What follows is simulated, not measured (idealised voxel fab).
process module | voxel released beams
cross-section cut | 250 nm wide | cells 5 nm
A cross-section is a grid of square cells, given in bands from the top down. A band is one or more rows of cells.
Each band's line starts with the height of the band's top and of its bottom, in nm. Then come its materials from left to right, each with its width in nm. One material with "throughout" fills the band from edge to edge. "air" is empty space.
Height 0 is the level under which the wafer as received is all one material. The lowest band goes on downwards, as in "0 down".
A width such as "30 to 40" changes by the same amount from each row of cells to the next, from the band's top row to its bottom row.
"no change" after a step means that no cell of the cross-section changed.
closed voids: empty space of 8 cells or more with no open way to the top, each as width x height at its distance from the left edge, in nm
after a step's settings: what the simulator itself notes on the step
overlay nm, on a step with a mask: how far to the right of its planned place the mask lay; to the left if negative
plan
1 op RECEIVE | material Si
2 op CONFORMAL_DEP | material Al2O3 | thk nm 10
3 op DIRECTIONAL_DEP | material SiO2 | thk nm 20
4 op DIRECTIONAL_DEP | material aC | thk nm 15
5 op PATTERN | tone open | mask id ANCHOR | material resist | width nm 20 | thk nm 35 | overlay nm 0
6 op DIRECTIONAL_ETCH | etch materials aC | depth nm 15
7 op STRIP | etch materials resist
8 op DIRECTIONAL_ETCH | etch materials SiO2 | depth nm 20
9 op STRIP | etch materials aC
10 op CONFORMAL_DEP | material W | thk nm 10
11 op DIRECTIONAL_DEP | material aC | thk nm 10
12 op PATTERN | tone cover | mask id BEAM | material resist | width nm 90 | thk nm 25 | overlay nm 0
13 op DIRECTIONAL_ETCH | etch materials aC | depth nm 10
14 op STRIP | etch materials resist
15 op DIRECTIONAL_ETCH | etch materials W | depth nm 10
16 op STRIP | etch materials aC
17 op STRIP | etch materials SiO2
varied across the wafers: width nm of step 5. The plan shows the first wafer's value. All wafers start alike
first wafer as received, after step 1
  0 down: Si throughout
  closed voids: none
each wafer at the end: cells of each material gained (+) or lost (-) since it was received, then its closed voids
width nm 20 | +100 Al2O3 | +52 W | closed voids: none
width nm 25 | +100 Al2O3 | +52 W | closed voids: none
width nm 30 | +100 Al2O3 | +52 W | closed voids: none
width nm 35 | +100 Al2O3 | +52 W | closed voids: none
width nm 40 | +100 Al2O3 | +52 W | closed voids: none
width nm 45 | +100 Al2O3 | +52 W | closed voids: none
